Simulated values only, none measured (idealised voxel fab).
process module | voxel trench capacitor
cross-section cut | 270 nm wide | cells 5 nm
A cross-section is a grid of square cells, given in bands from the top down. A band is one or more rows of cells.
Each band's line starts with the height of the band's top and of its bottom, in nm. Then come its materials from left to right, each with its width in nm. One material with "throughout" fills the band from edge to edge. "air" is empty space.
Height 0 is the level under which the wafer as received is all one material. The lowest band goes on downwards, as in "0 down".
A width such as "30 to 40" changes by the same amount from each row of cells to the next, from the band's top row to its bottom row.
"no change" after a step means that no cell of the cross-section changed.
closed voids: empty space of 8 cells or more with no open way to the top, each as width x height at its distance from the left edge, in nm
after a step's settings: what the simulator itself notes on the step
overlay nm, on a step with a mask: how far to the right of its planned place the mask lay; to the left if negative
plan
1 op RECEIVE | material Si
2 op CONFORMAL_DEP | material SiN | thk nm 5
3 op DIRECTIONAL_DEP | material aC | thk nm 15
4 op PATTERN | tone open | mask id TRENCH | material resist | width nm 25 | pitch nm 45 | thk nm 35 | overlay nm 0
5 op DIRECTIONAL_ETCH | etch materials aC | depth nm 15
6 op STRIP | etch materials resist
7 op DIRECTIONAL_ETCH | etch materials SiN | depth nm 5
8 op DIRECTIONAL_ETCH | etch materials Si | depth nm 25
9 op STRIP | etch materials aC
10 op CONFORMAL_DEP | material Al2O3 | thk nm 5
11 op FILL_DEP | material polySi | thk nm 5
12 op CMP | height nm 5
first wafer, as planned
as received, after step 1
  0 down: Si throughout
  closed voids: none
after step 2
  5 to 0: SiN throughout
  below 0: unchanged
after step 3
  20 to 5: aC throughout
  below 5: unchanged
after step 4
  55 to 20: resist 100 | air 25 | resist 20 | air 25 | resist 100
  below 20: unchanged
after step 5
  40 to 20: resist 100 | air 25 | resist 20 | air 25 | resist 100
  20 to 5: aC 100 | air 25 | aC 20 | air 25 | aC 100
  below 5: unchanged
after step 6
  20 to 5: aC 100 | air 25 | aC 20 | air 25 | aC 100
  below 5: unchanged
after step 7
  20 to 5: aC 100 | air 25 | aC 20 | air 25 | aC 100
  5 to 0: SiN 100 | air 25 | SiN 20 | air 25 | SiN 100
  below 0: unchanged
after step 8
  20 to 5: aC 100 | air 25 | aC 20 | air 25 | aC 100
  5 to 0: SiN 100 | air 25 | SiN 20 | air 25 | SiN 100
  0 to -25: Si 100 | air 25 | Si 20 | air 25 | Si 100
  below -25: unchanged
after step 9
  5 to 0: SiN 100 | air 25 | SiN 20 | air 25 | SiN 100
  below 0: unchanged
after step 10
  10 to 5: Al2O3 105 | air 15 | Al2O3 30 | air 15 | Al2O3 105
  5 to 0: SiN 100 | Al2O3 5 | air 15 | Al2O3 5 | SiN 20 | Al2O3 5 | air 15 | Al2O3 5 | SiN 100
  0 to -20: Si 100 | Al2O3 5 | air 15 | Al2O3 5 | Si 20 | Al2O3 5 | air 15 | Al2O3 5 | Si 100
  -20 to -25: Si 100 | Al2O3 25 | Si 20 | Al2O3 25 | Si 100
  below -25: unchanged
after step 11
  15 to 10: polySi throughout
  10 to 5: Al2O3 105 | polySi 15 | Al2O3 30 | polySi 15 | Al2O3 105
  5 to 0: SiN 100 | Al2O3 5 | polySi 15 | Al2O3 5 | SiN 20 | Al2O3 5 | polySi 15 | Al2O3 5 | SiN 100
  0 to -20: Si 100 | Al2O3 5 | polySi 15 | Al2O3 5 | Si 20 | Al2O3 5 | polySi 15 | Al2O3 5 | Si 100
  below -20: unchanged
after step 12
  5 to 0: SiN 100 | Al2O3 5 | polySi 15 | Al2O3 5 | SiN 20 | Al2O3 5 | polySi 15 | Al2O3 5 | SiN 100
  below 0: unchanged
second wafer: like start, like plan, one mistake. Through step 8 it matches the first wafer
when step 9 should have ended: no change
when step 10 should have ended
  25 to 20: Al2O3 105 | air 15 | Al2O3 30 | air 15 | Al2O3 105
  20 to 5: aC 100 | Al2O3 5 | air 15 | Al2O3 5 | aC 20 | Al2O3 5 | air 15 | Al2O3 5 | aC 100
  5 to 0: SiN 100 | Al2O3 5 | air 15 | Al2O3 5 | SiN 20 | Al2O3 5 | air 15 | Al2O3 5 | SiN 100
  0 to -20: Si 100 | Al2O3 5 | air 15 | Al2O3 5 | Si 20 | Al2O3 5 | air 15 | Al2O3 5 | Si 100
  -20 to -25: Si 100 | Al2O3 25 | Si 20 | Al2O3 25 | Si 100
  below -25: unchanged
when step 11 should have ended
  30 to 25: polySi throughout
  25 to 20: Al2O3 105 | polySi 15 | Al2O3 30 | polySi 15 | Al2O3 105
  20 to 5: aC 100 | Al2O3 5 | polySi 15 | Al2O3 5 | aC 20 | Al2O3 5 | polySi 15 | Al2O3 5 | aC 100
  5 to 0: SiN 100 | Al2O3 5 | polySi 15 | Al2O3 5 | SiN 20 | Al2O3 5 | polySi 15 | Al2O3 5 | SiN 100
  0 to -20: Si 100 | Al2O3 5 | polySi 15 | Al2O3 5 | Si 20 | Al2O3 5 | polySi 15 | Al2O3 5 | Si 100
  below -20: unchanged
when step 12 should have ended
  5 to 0: SiN 100 | Al2O3 5 | polySi 15 | Al2O3 5 | SiN 20 | Al2O3 5 | polySi 15 | Al2O3 5 | SiN 100
  below 0: unchanged
what went wrong: step 9 was left out
at the end the two cross-sections are the same: no effect in what this model computes
